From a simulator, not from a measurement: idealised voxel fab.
Title: Process Module voxel spacer lines
Section shown: cut. Width: 280 nm. Cell size: 5 nm, square.
Cross-section = grid of square cells, listed top down in bands; band = one or more rows. Top height, bottom height, nm. Materials left to right, width each, nm. Single material + "edge to edge" = fills band edge to edge. "empty" = empty. All heights in this document are referenced to 0, defined as the level beneath which the wafer, as received, consists entirely of one material. The lowest band is not bounded below; it extends indefinitely downward and is written in the form "from 0 down". Quick explanation for "30 to 40": the width changes in equal steps down the rows of cells, from the first number in the band's top row to the second number in its bottom row. "identical to before" (step): cross-section cells unchanged, all of them. Empty spaces counting at least 8 cells and having no open way to the top are listed in "Fully enclosed voids". The notation width x height at distance is used for each, the distance being from the left edge and all three values in nm. The remark found on a step's line after its settings is issued by the simulator itself and pertains to that step. You can add "overlay nm" to a step's line. For a step with a mask, it describes how far the mask lay to the right of its planned position, and a negative number describes a lay to the left.

Process steps - plan
- 1: RECEIVE, material Si
- 2: CONFORMAL_DEP, material Al2O3, thk nm 10
- 3: DIRECTIONAL_DEP, material polySi, thk nm 15
- 4: DIRECTIONAL_DEP, material aC, thk nm 20
- 5: PATTERN, tone cover, mask id MANDREL, material resist, width nm 20, pitch nm 60, thk nm 30, overlay nm 0
- 6: DIRECTIONAL_ETCH, etch materials aC, depth nm 20
- 7: STRIP, etch materials resist
- 8: CONFORMAL_DEP, material SiO2, thk nm 10
- 9: DIRECTIONAL_ETCH, etch materials SiO2, depth nm 10
- 10: STRIP, etch materials aC
- 11: DIRECTIONAL_ETCH, etch materials polySi, depth nm 15
- 12: STRIP, etch materials SiO2

Incoming wafer in cross-section (state: after step 1)
> from 0 down = Si edge to edge
> Fully enclosed voids: none

Result of the module, cross-sectioned: start per above, plan per above, one error in how it was run
> from 25 to 10 = 85 of empty  10 of polySi  30 of empty  10 of polySi  10 of empty  10 of polySi  30 of empty  10 of polySi  85 of empty
> from 10 to 0 = Al2O3 edge to edge
> from 0 down = Si edge to edge
> Fully enclosed voids: none
Here's what went sideways: in deviation from the planned setting, step 5 was conducted as PATTERN, tone cover, mask id MANDREL, material resist, width nm 30, pitch nm 60, thk nm 30, overlay nm 0
